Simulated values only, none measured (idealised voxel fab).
Process module under the name voxel transistor to metal
Pictured: cross-section cut, 295 nm wide, on a grid of 5 nm square cells.
The cross-sections in this document take the form of a grid made of square cells. They are written out as bands, in order from top to bottom. Each band consists of one or more rows of cells. Read a band's entry like this: the first values are the height of its top and the height of its bottom in nm, and what follows is the sequence of materials from left to right, each with its width in nm. Note that "empty" is empty space, and that a single material marked "full width" reaches across the band from edge to edge. Heads up on the height convention: 0 is the point under which the incoming wafer is all one material, and the lowest band has no bottom, it just keeps going down, like "z 0 and below". Per-row width for "30..40": begins at first number (top row of band), ends at second number (bottom row), increment between rows held constant. The designation "nothing different", where it is given for a processing step, indicates that no cell of the cross-section was altered in the course of that step. "Closed void listing": sealed empty spaces, 8 cells or more, no open way to top, listed width x height at distance, with distance from the left edge and width, height and distance in nm. Post-settings text on a step line: simulator's own remark regarding the step. "overlay nm" denotes, for a step that has a mask, the displacement of the mask to the right of its planned place, with negative values corresponding to the left.

## List of planned process steps
| 1 | RECEIVE,material Si |
| 2 | OXIDIZE,depth nm 5 |
| 3 | CONFORMAL_DEP,material SiN,thk nm 15 |
| 4 | DIRECTIONAL_DEP,material aC,thk nm 10 |
| 5 | PATTERN,tone cover,mask id ACTIVE,material resist,width nm 95,pitch nm 125,thk nm 30,overlay nm 0 |
| 6 | DIRECTIONAL_ETCH,etch materials aC,depth nm 10 |
| 7 | STRIP,etch materials resist |
| 8 | DIRECTIONAL_ETCH,etch materials SiN,depth nm 15 |
| 9 | DIRECTIONAL_ETCH,etch materials SiO2,depth nm 5 |
| 10 | DIRECTIONAL_ETCH,etch materials Si,depth nm 30 |
| 11 | STRIP,etch materials aC |
| 12 | OXIDIZE,depth nm 5 |
| 13 | FILL_DEP,material SiO2,thk nm 10 |
| 14 | CMP,height nm 15 |
| 15 | SELECTIVE_ETCH,etch materials SiO2,depth nm 10 |
| 16 | STRIP,etch materials SiN |
| 17 | SELECTIVE_ETCH,etch materials SiO2,depth nm 5 |
| 18 | OXIDIZE,depth nm 5 |
| 19 | DIRECTIONAL_DEP,material polySi,thk nm 20 |
| 20 | DIRECTIONAL_DEP,material SiCN,thk nm 10 |
| 21 | PATTERN,tone cover,mask id GATE,material resist,width nm 15,pitch nm 125,thk nm 15,overlay nm 0 |
| 22 | DIRECTIONAL_ETCH,etch materials SiCN,depth nm 20 |
| 23 | DIRECTIONAL_ETCH,etch materials polySi,depth nm 30 |
| 24 | STRIP,etch materials resist |
| 25 | CONFORMAL_DEP,material SiN,thk nm 5 |
| 26 | DIRECTIONAL_ETCH,etch materials SiN,depth nm 5 |
| 27 | DIRECTIONAL_ETCH,etch materials SiO2,depth nm 5 |
| 28 | DIRECTIONAL_ETCH,etch materials Si,depth nm 10 |
| 29 | EPI,material SiGe,thk nm 15 |
| 30 | FILL_DEP,material SiO2,thk nm 5 |
| 31 | CMP,height nm 25 |
| 32 | DIRECTIONAL_DEP,material SiO2,thk nm 15 |
| 33 | MASKED_ETCH,tone open,mask id CONTACT,width nm 25,etch materials SiO2,depth nm 45,overlay nm 0 |
| 34 | CONFORMAL_DEP,material TiN,thk nm 5 |
| 35 | FILL_DEP,material Ru,thk nm 5 |
| 36 | CMP,height nm 40 |
| 37 | DIRECTIONAL_DEP,material TiN,thk nm 5 |
| 38 | DIRECTIONAL_DEP,material Ru,thk nm 15 |
| 39 | MASKED_ETCH,tone cover,mask id METAL_1,width nm 15,etch materials Ru,depth nm 15,overlay nm 0 |
| 40 | MASKED_ETCH,tone cover,mask id METAL_1,width nm 15,etch materials TiN,depth nm 5,overlay nm 0 |
| 41 | CONFORMAL_DEP,material SiCN,thk nm 5 |
| 42 | FILL_DEP,material lowk,thk nm 10 |
| 43 | CMP,height nm 60 |
| 44 | CONFORMAL_DEP,material SiN,thk nm 5 |

## The following pertains to the first of two wafers, which was processed as planned

## Cross-section of the incoming wafer, state after step 1
  z 0 and below = Si full width
  Closed void listing: none

## Wafer xsec, post step 2
  z 0 to -5 = SiO2 full width
  Under the height -5 nothing was changed.

## Wafer xsec, post step 3
  z 15 to 0 = SiN full width
  Under the height 0 nothing was changed.

## Wafer xsec, post step 4
  z 25 to 15 = aC full width
  Under the height 15 nothing was changed.

## Wafer xsec, post step 5
  z 55 to 25 = 35 empty / 95 resist / 30 empty / 95 resist / 40 empty
  Under the height 25 nothing was changed.

## Wafer xsec, post step 6
  z 45 to 25 = 35 empty / 95 resist / 30 empty / 95 resist / 40 empty
  z 25 to 15 = 35 empty / 95 aC / 30 empty / 95 aC / 40 empty
  Under the height 15 nothing was changed.

## Wafer xsec, post step 7
  z 25 to 15 = 35 empty / 95 aC / 30 empty / 95 aC / 40 empty
  Under the height 15 nothing was changed.

## Wafer xsec, post step 8
  z 25 to 15 = 35 empty / 95 aC / 30 empty / 95 aC / 40 empty
  z 15 to 0 = 35 empty / 95 SiN / 30 empty / 95 SiN / 40 empty
  Under the height 0 nothing was changed.

## Wafer xsec, post step 9
  z 25 to 15 = 35 empty / 95 aC / 30 empty / 95 aC / 40 empty
  z 15 to 0 = 35 empty / 95 SiN / 30 empty / 95 SiN / 40 empty
  z 0 to -5 = 35 empty / 95 SiO2 / 30 empty / 95 SiO2 / 40 empty
  Under the height -5 nothing was changed.

## Wafer xsec, post step 10
  z 25 to 15 = 35 empty / 95 aC / 30 empty / 95 aC / 40 empty
  z 15 to 0 = 35 empty / 95 SiN / 30 empty / 95 SiN / 40 empty
  z 0 to -5 = 35 empty / 95 SiO2 / 30 empty / 95 SiO2 / 40 empty
  z -5 to -35 = 35 empty / 95 Si / 30 empty / 95 Si / 40 empty
  Under the height -35 nothing was changed.

## Wafer xsec, post step 11
  z 15 to 0 = 35 empty / 95 SiN / 30 empty / 95 SiN / 40 empty
  Under the height 0 nothing was changed.

## Wafer xsec, post step 12
  z 15 to 0 = 35 empty / 95 SiN / 30 empty / 95 SiN / 40 empty
  z 0 to -5 = 35 empty / 95 SiO2 / 30 empty / 95 SiO2 / 40 empty
  z -5 to -35 = 35 empty / 5 SiO2 / 85 Si / 5 SiO2 / 30 empty / 5 SiO2 / 85 Si / 5 SiO2 / 40 empty
  z -35 to -40 = 40 SiO2 / 85 Si / 40 SiO2 / 85 Si / 45 SiO2
  Under the height -40 nothing was changed.

## Wafer xsec, post step 13
  z 25 to 15 = SiO2 full width
  z 15 to 0 = 35 SiO2 / 95 SiN / 30 SiO2 / 95 SiN / 40 SiO2
  z 0 to -5 = SiO2 full width
  z -5 to -40 = 40 SiO2 / 85 Si / 40 SiO2 / 85 Si / 45 SiO2
  Under the height -40 nothing was changed.

## Wafer xsec, post step 14
  z 15 to 0 = 35 SiO2 / 95 SiN / 30 SiO2 / 95 SiN / 40 SiO2
  Under the height 0 nothing was changed.

## Wafer xsec, post step 15
  z 15 to 5 = 35 empty / 95 SiN / 30 empty / 95 SiN / 40 empty
  Under the height 5 nothing was changed.

## Wafer xsec, post step 16
  z 5 to 0 = 35 SiO2 / 95 empty / 30 SiO2 / 95 empty / 40 SiO2
  Under the height 0 nothing was changed.

## Wafer xsec, post step 17
  z 0 to -5 = 30 SiO2 / 105 empty / 20 SiO2 / 105 empty / 35 SiO2
  Under the height -5 nothing was changed.

## Wafer xsec, post step 18
  z 0 to -5 = 30 SiO2 / 105 empty / 20 SiO2 / 105 empty / 35 SiO2
  z -5 to -10 = SiO2 full width
  Under the height -10 nothing was changed.

## Wafer xsec, post step 19
  z 20 to 15 = 30 polySi / 105 empty / 20 polySi / 105 empty / 35 polySi
  z 15 to 0 = polySi full width
  z 0 to -5 = 30 SiO2 / 105 polySi / 20 SiO2 / 105 polySi / 35 SiO2
  Under the height -5 nothing was changed.

## Wafer xsec, post step 20
  z 30 to 25 = 30 SiCN / 105 empty / 20 SiCN / 105 empty / 35 SiCN
  z 25 to 20 = SiCN full width
  z 20 to 15 = 30 polySi / 105 SiCN / 20 polySi / 105 SiCN / 35 polySi
  Under the height 15 nothing was changed.

## Wafer xsec, post step 21
  z 45 to 30 = 75 empty / 15 resist / 110 empty / 15 resist / 80 empty
  z 30 to 25 = 30 SiCN / 45 empty / 15 resist / 45 empty / 20 SiCN / 45 empty / 15 resist / 45 empty / 35 SiCN
  Under the height 25 nothing was changed.

## Wafer xsec, post step 22
  z 45 to 25 = 75 empty / 15 resist / 110 empty / 15 resist / 80 empty
  z 25 to 20 = 75 empty / 15 SiCN / 110 empty / 15 SiCN / 80 empty
  z 20 to 15 = 30 polySi / 45 empty / 15 SiCN / 45 empty / 20 polySi / 45 empty / 15 SiCN / 45 empty / 35 polySi
  Under the height 15 nothing was changed.

## Wafer xsec, post step 23
  z 45 to 25 = 75 empty / 15 resist / 110 empty / 15 resist / 80 empty
  z 25 to 15 = 75 empty / 15 SiCN / 110 empty / 15 SiCN / 80 empty
  z 15 to 0 = 75 empty / 15 polySi / 110 empty / 15 polySi / 80 empty
  z 0 to -5 = 30 SiO2 / 45 empty / 15 polySi / 45 empty / 20 SiO2 / 45 empty / 15 polySi / 45 empty / 35 SiO2
  Under the height -5 nothing was changed.

## Wafer xsec, post step 24
  z 25 to 15 = 75 empty / 15 SiCN / 110 empty / 15 SiCN / 80 empty
  Under the height 15 nothing was changed.

## Wafer xsec, post step 25
  z 30 to 25 = 70 empty / 25 SiN / 100 empty / 25 SiN / 75 empty
  z 25 to 15 = 70 empty / 5 SiN / 15 SiCN / 5 SiN / 100 empty / 5 SiN / 15 SiCN / 5 SiN / 75 empty
  z 15 to 5 = 70 empty / 5 SiN / 15 polySi / 5 SiN / 100 empty / 5 SiN / 15 polySi / 5 SiN / 75 empty
  z 5 to 0 = 35 SiN / 35 empty / 5 SiN / 15 polySi / 5 SiN / 35 empty / 30 SiN / 35 empty / 5 SiN / 15 polySi / 5 SiN / 35 empty / 40 SiN
  z 0 to -5 = 30 SiO2 / 45 SiN / 15 polySi / 45 SiN / 20 SiO2 / 45 SiN / 15 polySi / 45 SiN / 35 SiO2
  Under the height -5 nothing was changed.

## Wafer xsec, post step 26
  z 25 to 15 = 70 empty / 5 SiN / 15 SiCN / 5 SiN / 100 empty / 5 SiN / 15 SiCN / 5 SiN / 75 empty
  z 15 to 0 = 70 empty / 5 SiN / 15 polySi / 5 SiN / 100 empty / 5 SiN / 15 polySi / 5 SiN / 75 empty
  z 0 to -5 = 30 SiO2 / 5 SiN / 35 empty / 5 SiN / 15 polySi / 5 SiN / 35 empty / 5 SiN / 20 SiO2 / 5 SiN / 35 empty / 5 SiN / 15 polySi / 5 SiN / 35 empty / 5 SiN / 35 SiO2
  Under the height -5 nothing was changed.

## Wafer xsec, post step 27
  z 25 to 15 = 70 empty / 5 SiN / 15 SiCN / 5 SiN / 100 empty / 5 SiN / 15 SiCN / 5 SiN / 75 empty
  z 15 to 0 = 70 empty / 5 SiN / 15 polySi / 5 SiN / 100 empty / 5 SiN / 15 polySi / 5 SiN / 75 empty
  z 0 to -5 = 30 empty / 5 SiN / 35 empty / 5 SiN / 15 polySi / 5 SiN / 35 empty / 5 SiN / 20 empty / 5 SiN / 35 empty / 5 SiN / 15 polySi / 5 SiN / 35 empty / 5 SiN / 35 empty
  z -5 to -10 = 35 SiO2 / 35 empty / 25 SiO2 / 35 empty / 30 SiO2 / 35 empty / 25 SiO2 / 35 empty / 40 SiO2
  Under the height -10 nothing was changed.

## Wafer xsec, post step 28
  z 25 to 15 = 70 empty / 5 SiN / 15 SiCN / 5 SiN / 100 empty / 5 SiN / 15 SiCN / 5 SiN / 75 empty
  z 15 to 0 = 70 empty / 5 SiN / 15 polySi / 5 SiN / 100 empty / 5 SiN / 15 polySi / 5 SiN / 75 empty
  z 0 to -5 = 30 empty / 5 SiN / 35 empty / 5 SiN / 15 polySi / 5 SiN / 35 empty / 5 SiN / 20 empty / 5 SiN / 35 empty / 5 SiN / 15 polySi / 5 SiN / 35 empty / 5 SiN / 35 empty
  z -5 to -10 = 35 SiO2 / 35 empty / 25 SiO2 / 35 empty / 30 SiO2 / 35 empty / 25 SiO2 / 35 empty / 40 SiO2
  z -10 to -20 = 40 SiO2 / 30 empty / 25 Si / 30 empty / 40 SiO2 / 30 empty / 25 Si / 30 empty / 45 SiO2
  Under the height -20 nothing was changed.

## Wafer xsec, post step 29
  z 25 to 15 = 70 empty / 5 SiN / 15 SiCN / 5 SiN / 100 empty / 5 SiN / 15 SiCN / 5 SiN / 75 empty
  z 15 to 5 = 70 empty / 5 SiN / 15 polySi / 5 SiN / 100 empty / 5 SiN / 15 polySi / 5 SiN / 75 empty
  z 5 to 0 = 55 empty / 15 SiGe / 5 SiN / 15 polySi / 5 SiN / 15 SiGe / 70 empty / 15 SiGe / 5 SiN / 15 polySi / 5 SiN / 15 SiGe / 60 empty
  z 0 to -5 = 30 empty / 5 SiN / 20 empty / 15 SiGe / 5 SiN / 15 polySi / 5 SiN / 15 SiGe / 20 empty / 5 SiN / 20 empty / 5 SiN / 20 empty / 15 SiGe / 5 SiN / 15 polySi / 5 SiN / 15 SiGe / 20 empty / 5 SiN / 35 empty
  z -5 to -10 = 35 SiO2 / 35 SiGe / 25 SiO2 / 35 SiGe / 30 SiO2 / 35 SiGe / 25 SiO2 / 35 SiGe / 40 SiO2
  z -10 to -20 = 40 SiO2 / 30 SiGe / 25 Si / 30 SiGe / 40 SiO2 / 30 SiGe / 25 Si / 30 SiGe / 45 SiO2
  Under the height -20 nothing was changed.

## Wafer xsec, post step 30
  z 30 to 25 = SiO2 full width
  z 25 to 15 = 70 SiO2 / 5 SiN / 15 SiCN / 5 SiN / 100 SiO2 / 5 SiN / 15 SiCN / 5 SiN / 75 SiO2
  z 15 to 5 = 70 SiO2 / 5 SiN / 15 polySi / 5 SiN / 100 SiO2 / 5 SiN / 15 polySi / 5 SiN / 75 SiO2
  z 5 to 0 = 55 SiO2 / 15 SiGe / 5 SiN / 15 polySi / 5 SiN / 15 SiGe / 70 SiO2 / 15 SiGe / 5 SiN / 15 polySi / 5 SiN / 15 SiGe / 60 SiO2
  z 0 to -5 = 30 SiO2 / 5 SiN / 20 SiO2 / 15 SiGe / 5 SiN / 15 polySi / 5 SiN / 15 SiGe / 20 SiO2 / 5 SiN / 20 SiO2 / 5 SiN / 20 SiO2 / 15 SiGe / 5 SiN / 15 polySi / 5 SiN / 15 SiGe / 20 SiO2 / 5 SiN / 35 SiO2
  Under the height -5 nothing was changed.

## Wafer xsec, post step 31
  z 25 to 15 = 70 SiO2 / 5 SiN / 15 SiCN / 5 SiN / 100 SiO2 / 5 SiN / 15 SiCN / 5 SiN / 75 SiO2
  Under the height 15 nothing was changed.

## Wafer xsec, post step 32
  z 40 to 25 = SiO2 full width
  Under the height 25 nothing was changed.

## Wafer xsec, post step 33
  z 40 to 25 = 45 SiO2 / 25 empty / 25 SiO2 / 25 empty / 50 SiO2 / 25 empty / 25 SiO2 / 25 empty / 50 SiO2
  z 25 to 15 = 45 SiO2 / 25 empty / 5 SiN / 15 SiCN / 5 SiN / 25 empty / 50 SiO2 / 25 empty / 5 SiN / 15 SiCN / 5 SiN / 25 empty / 50 SiO2
  z 15 to 5 = 45 SiO2 / 25 empty / 5 SiN / 15 polySi / 5 SiN / 25 empty / 50 SiO2 / 25 empty / 5 SiN / 15 polySi / 5 SiN / 25 empty / 50 SiO2
  z 5 to 0 = 45 SiO2 / 10 empty / 15 SiGe / 5 SiN / 15 polySi / 5 SiN / 15 SiGe / 10 empty / 50 SiO2 / 10 empty / 15 SiGe / 5 SiN / 15 polySi / 5 SiN / 15 SiGe / 10 empty / 50 SiO2
  z 0 to -5 = 30 SiO2 / 5 SiN / 10 SiO2 / 10 empty / 15 SiGe / 5 SiN / 15 polySi / 5 SiN / 15 SiGe / 10 empty / 10 SiO2 / 5 SiN / 20 SiO2 / 5 SiN / 10 SiO2 / 10 empty / 15 SiGe / 5 SiN / 15 polySi / 5 SiN / 15 SiGe / 10 empty / 10 SiO2 / 5 SiN / 35 SiO2
  Under the height -5 nothing was changed.

## Wafer xsec, post step 34
  z 45 to 40 = 50 TiN / 15 empty / 35 TiN / 15 empty / 60 TiN / 15 empty / 35 TiN / 15 empty / 55 TiN
  z 40 to 25 = 45 SiO2 / 5 TiN / 15 empty / 5 TiN / 25 SiO2 / 5 TiN / 15 empty / 5 TiN / 50 SiO2 / 5 TiN / 15 empty / 5 TiN / 25 SiO2 / 5 TiN / 15 empty / 5 TiN / 50 SiO2
  z 25 to 15 = 45 SiO2 / 5 TiN / 15 empty / 5 TiN / 5 SiN / 15 SiCN / 5 SiN / 5 TiN / 15 empty / 5 TiN / 50 SiO2 / 5 TiN / 15 empty / 5 TiN / 5 SiN / 15 SiCN / 5 SiN / 5 TiN / 15 empty / 5 TiN / 50 SiO2
  z 15 to 10 = 45 SiO2 / 5 TiN / 15 empty / 5 TiN / 5 SiN / 15 polySi / 5 SiN / 5 TiN / 15 empty / 5 TiN / 50 SiO2 / 5 TiN / 15 empty / 5 TiN / 5 SiN / 15 polySi / 5 SiN / 5 TiN / 15 empty / 5 TiN / 50 SiO2
  z 10 to 5 = 45 SiO2 / 25 TiN / 5 SiN / 15 polySi / 5 SiN / 25 TiN / 50 SiO2 / 25 TiN / 5 SiN / 15 polySi / 5 SiN / 25 TiN / 50 SiO2
  z 5 to 0 = 45 SiO2 / 10 TiN / 15 SiGe / 5 SiN / 15 polySi / 5 SiN / 15 SiGe / 10 TiN / 50 SiO2 / 10 TiN / 15 SiGe / 5 SiN / 15 polySi / 5 SiN / 15 SiGe / 10 TiN / 50 SiO2
  z 0 to -5 = 30 SiO2 / 5 SiN / 10 SiO2 / 10 TiN / 15 SiGe / 5 SiN / 15 polySi / 5 SiN / 15 SiGe / 10 TiN / 10 SiO2 / 5 SiN / 20 SiO2 / 5 SiN / 10 SiO2 / 10 TiN / 15 SiGe / 5 SiN / 15 polySi / 5 SiN / 15 SiGe / 10 TiN / 10 SiO2 / 5 SiN / 35 SiO2
  Under the height -5 nothing was changed.

## Wafer xsec, post step 35
  z 50 to 45 = Ru full width
  z 45 to 40 = 50 TiN / 15 Ru / 35 TiN / 15 Ru / 60 TiN / 15 Ru / 35 TiN / 15 Ru / 55 TiN
  z 40 to 25 = 45 SiO2 / 5 TiN / 15 Ru / 5 TiN / 25 SiO2 / 5 TiN / 15 Ru / 5 TiN / 50 SiO2 / 5 TiN / 15 Ru / 5 TiN / 25 SiO2 / 5 TiN / 15 Ru / 5 TiN / 50 SiO2
  z 25 to 15 = 45 SiO2 / 5 TiN / 15 Ru / 5 TiN / 5 SiN / 15 SiCN / 5 SiN / 5 TiN / 15 Ru / 5 TiN / 50 SiO2 / 5 TiN / 15 Ru / 5 TiN / 5 SiN / 15 SiCN / 5 SiN / 5 TiN / 15 Ru / 5 TiN / 50 SiO2
  z 15 to 10 = 45 SiO2 / 5 TiN / 15 Ru / 5 TiN / 5 SiN / 15 polySi / 5 SiN / 5 TiN / 15 Ru / 5 TiN / 50 SiO2 / 5 TiN / 15 Ru / 5 TiN / 5 SiN / 15 polySi / 5 SiN / 5 TiN / 15 Ru / 5 TiN / 50 SiO2
  Under the height 10 nothing was changed.

## Wafer xsec, post step 36
  z 40 to 25 = 45 SiO2 / 5 TiN / 15 Ru / 5 TiN / 25 SiO2 / 5 TiN / 15 Ru / 5 TiN / 50 SiO2 / 5 TiN / 15 Ru / 5 TiN / 25 SiO2 / 5 TiN / 15 Ru / 5 TiN / 50 SiO2
  Under the height 25 nothing was changed.

## Wafer xsec, post step 37
  z 45 to 40 = TiN full width
  Under the height 40 nothing was changed.

## Wafer xsec, post step 38
  z 60 to 45 = Ru full width
  Under the height 45 nothing was changed.

## Wafer xsec, post step 39
  z 60 to 45 = 45 empty / 15 Ru / 45 empty / 15 Ru / 50 empty / 15 Ru / 45 empty / 15 Ru / 50 empty
  Under the height 45 nothing was changed.

## Wafer xsec, post step 40
  z 60 to 45 = 45 empty / 15 Ru / 45 empty / 15 Ru / 50 empty / 15 Ru / 45 empty / 15 Ru / 50 empty
  z 45 to 40 = 45 empty / 15 TiN / 45 empty / 15 TiN / 50 empty / 15 TiN / 45 empty / 15 TiN / 50 empty
  Under the height 40 nothing was changed.

## Wafer xsec, post step 41
  z 65 to 60 = 40 empty / 25 SiCN / 35 empty / 25 SiCN / 40 empty / 25 SiCN / 35 empty / 25 SiCN / 45 empty
  z 60 to 45 = 40 empty / 5 SiCN / 15 Ru / 5 SiCN / 35 empty / 5 SiCN / 15 Ru / 5 SiCN / 40 empty / 5 SiCN / 15 Ru / 5 SiCN / 35 empty / 5 SiCN / 15 Ru / 5 SiCN / 45 empty
  z 45 to 40 = 45 SiCN / 15 TiN / 45 SiCN / 15 TiN / 50 SiCN / 15 TiN / 45 SiCN / 15 TiN / 50 SiCN
  Under the height 40 nothing was changed.

## Wafer xsec, post step 42
  z 75 to 65 = lowk full width
  z 65 to 60 = 40 lowk / 25 SiCN / 35 lowk / 25 SiCN / 40 lowk / 25 SiCN / 35 lowk / 25 SiCN / 45 lowk
  z 60 to 45 = 40 lowk / 5 SiCN / 15 Ru / 5 SiCN / 35 lowk / 5 SiCN / 15 Ru / 5 SiCN / 40 lowk / 5 SiCN / 15 Ru / 5 SiCN / 35 lowk / 5 SiCN / 15 Ru / 5 SiCN / 45 lowk
  Under the height 45 nothing was changed.

## Wafer xsec, post step 43
  z 60 to 45 = 40 lowk / 5 SiCN / 15 Ru / 5 SiCN / 35 lowk / 5 SiCN / 15 Ru / 5 SiCN / 40 lowk / 5 SiCN / 15 Ru / 5 SiCN / 35 lowk / 5 SiCN / 15 Ru / 5 SiCN / 45 lowk
  Under the height 45 nothing was changed.

## Wafer xsec, post step 44
  z 65 to 60 = SiN full width
  Under the height 60 nothing was changed.

## The second wafer: identical to the first at the outset and in its planned sequence, differing only in that one mistake was made during processing; up to and including step 31, its path is the first wafer's path

## Here is the second wafer in cross-section at the point where step 32 of the plan should have been done
  z 55 to 25 = SiO2 full width
  Under the height 25 nothing was changed.

## Here is the second wafer in cross-section at the point where step 33 of the plan should have been done
  z 55 to 25 = 45 SiO2 / 25 empty / 25 SiO2 / 25 empty / 50 SiO2 / 25 empty / 25 SiO2 / 25 empty / 50 SiO2
  z 25 to 15 = 45 SiO2 / 25 empty / 5 SiN / 15 SiCN / 5 SiN / 25 empty / 50 SiO2 / 25 empty / 5 SiN / 15 SiCN / 5 SiN / 25 empty / 50 SiO2
  z 15 to 10 = 45 SiO2 / 25 empty / 5 SiN / 15 polySi / 5 SiN / 25 empty / 50 SiO2 / 25 empty / 5 SiN / 15 polySi / 5 SiN / 25 empty / 50 SiO2
  Under the height 10 nothing was changed.

## Here is the second wafer in cross-section at the point where step 34 of the plan should have been done
  z 60 to 55 = 50 TiN / 15 empty / 35 TiN / 15 empty / 60 TiN / 15 empty / 35 TiN / 15 empty / 55 TiN
  z 55 to 25 = 45 SiO2 / 5 TiN / 15 empty / 5 TiN / 25 SiO2 / 5 TiN / 15 empty / 5 TiN / 50 SiO2 / 5 TiN / 15 empty / 5 TiN / 25 SiO2 / 5 TiN / 15 empty / 5 TiN / 50 SiO2
  z 25 to 15 = 45 SiO2 / 5 TiN / 15 empty / 5 TiN / 5 SiN / 15 SiCN / 5 SiN / 5 TiN / 15 empty / 5 TiN / 50 SiO2 / 5 TiN / 15 empty / 5 TiN / 5 SiN / 15 SiCN / 5 SiN / 5 TiN / 15 empty / 5 TiN / 50 SiO2
  z 15 to 10 = 45 SiO2 / 25 TiN / 5 SiN / 15 polySi / 5 SiN / 25 TiN / 50 SiO2 / 25 TiN / 5 SiN / 15 polySi / 5 SiN / 25 TiN / 50 SiO2
  Under the height 10 nothing was changed.

## Here is the second wafer in cross-section at the point where step 35 of the plan should have been done
  z 65 to 60 = Ru full width
  z 60 to 55 = 50 TiN / 15 Ru / 35 TiN / 15 Ru / 60 TiN / 15 Ru / 35 TiN / 15 Ru / 55 TiN
  z 55 to 25 = 45 SiO2 / 5 TiN / 15 Ru / 5 TiN / 25 SiO2 / 5 TiN / 15 Ru / 5 TiN / 50 SiO2 / 5 TiN / 15 Ru / 5 TiN / 25 SiO2 / 5 TiN / 15 Ru / 5 TiN / 50 SiO2
  z 25 to 15 = 45 SiO2 / 5 TiN / 15 Ru / 5 TiN / 5 SiN / 15 SiCN / 5 SiN / 5 TiN / 15 Ru / 5 TiN / 50 SiO2 / 5 TiN / 15 Ru / 5 TiN / 5 SiN / 15 SiCN / 5 SiN / 5 TiN / 15 Ru / 5 TiN / 50 SiO2
  Under the height 15 nothing was changed.

## Here is the second wafer in cross-section at the point where step 36 of the plan should have been done
  z 40 to 25 = 45 SiO2 / 5 TiN / 15 Ru / 5 TiN / 25 SiO2 / 5 TiN / 15 Ru / 5 TiN / 50 SiO2 / 5 TiN / 15 Ru / 5 TiN / 25 SiO2 / 5 TiN / 15 Ru / 5 TiN / 50 SiO2
  Under the height 25 nothing was changed.

## Here is the second wafer in cross-section at the point where step 37 of the plan should have been done
  z 45 to 40 = TiN full width
  Under the height 40 nothing was changed.

## Here is the second wafer in cross-section at the point where step 38 of the plan should have been done
  z 60 to 45 = Ru full width
  Under the height 45 nothing was changed.

## Here is the second wafer in cross-section at the point where step 39 of the plan should have been done
  z 60 to 45 = 45 empty / 15 Ru / 45 empty / 15 Ru / 50 empty / 15 Ru / 45 empty / 15 Ru / 50 empty
  Under the height 45 nothing was changed.

## Here is the second wafer in cross-section at the point where step 40 of the plan should have been done
  z 60 to 45 = 45 empty / 15 Ru / 45 empty / 15 Ru / 50 empty / 15 Ru / 45 empty / 15 Ru / 50 empty
  z 45 to 40 = 45 empty / 15 TiN / 45 empty / 15 TiN / 50 empty / 15 TiN / 45 empty / 15 TiN / 50 empty
  Under the height 40 nothing was changed.

## Here is the second wafer in cross-section at the point where step 41 of the plan should have been done
  z 65 to 60 = 40 empty / 25 SiCN / 35 empty / 25 SiCN / 40 empty / 25 SiCN / 35 empty / 25 SiCN / 45 empty
  z 60 to 45 = 40 empty / 5 SiCN / 15 Ru / 5 SiCN / 35 empty / 5 SiCN / 15 Ru / 5 SiCN / 40 empty / 5 SiCN / 15 Ru / 5 SiCN / 35 empty / 5 SiCN / 15 Ru / 5 SiCN / 45 empty
  z 45 to 40 = 45 SiCN / 15 TiN / 45 SiCN / 15 TiN / 50 SiCN / 15 TiN / 45 SiCN / 15 TiN / 50 SiCN
  Under the height 40 nothing was changed.

## Here is the second wafer in cross-section at the point where step 42 of the plan should have been done
  z 75 to 65 = lowk full width
  z 65 to 60 = 40 lowk / 25 SiCN / 35 lowk / 25 SiCN / 40 lowk / 25 SiCN / 35 lowk / 25 SiCN / 45 lowk
  z 60 to 45 = 40 lowk / 5 SiCN / 15 Ru / 5 SiCN / 35 lowk / 5 SiCN / 15 Ru / 5 SiCN / 40 lowk / 5 SiCN / 15 Ru / 5 SiCN / 35 lowk / 5 SiCN / 15 Ru / 5 SiCN / 45 lowk
  Under the height 45 nothing was changed.

## Here is the second wafer in cross-section at the point where step 43 of the plan should have been done
  z 60 to 45 = 40 lowk / 5 SiCN / 15 Ru / 5 SiCN / 35 lowk / 5 SiCN / 15 Ru / 5 SiCN / 40 lowk / 5 SiCN / 15 Ru / 5 SiCN / 35 lowk / 5 SiCN / 15 Ru / 5 SiCN / 45 lowk
  Under the height 45 nothing was changed.

## Here is the second wafer in cross-section at the point where step 44 of the plan should have been done
  z 65 to 60 = SiN full width
  Under the height 60 nothing was changed.
So what did we get wrong on this run? the plan's step 32 ran twice
Counted in cells at the end, the second wafer holds more or fewer of these materials than the first: 12 fewer of Ru; 36 more of SiO2; 24 fewer of TiN
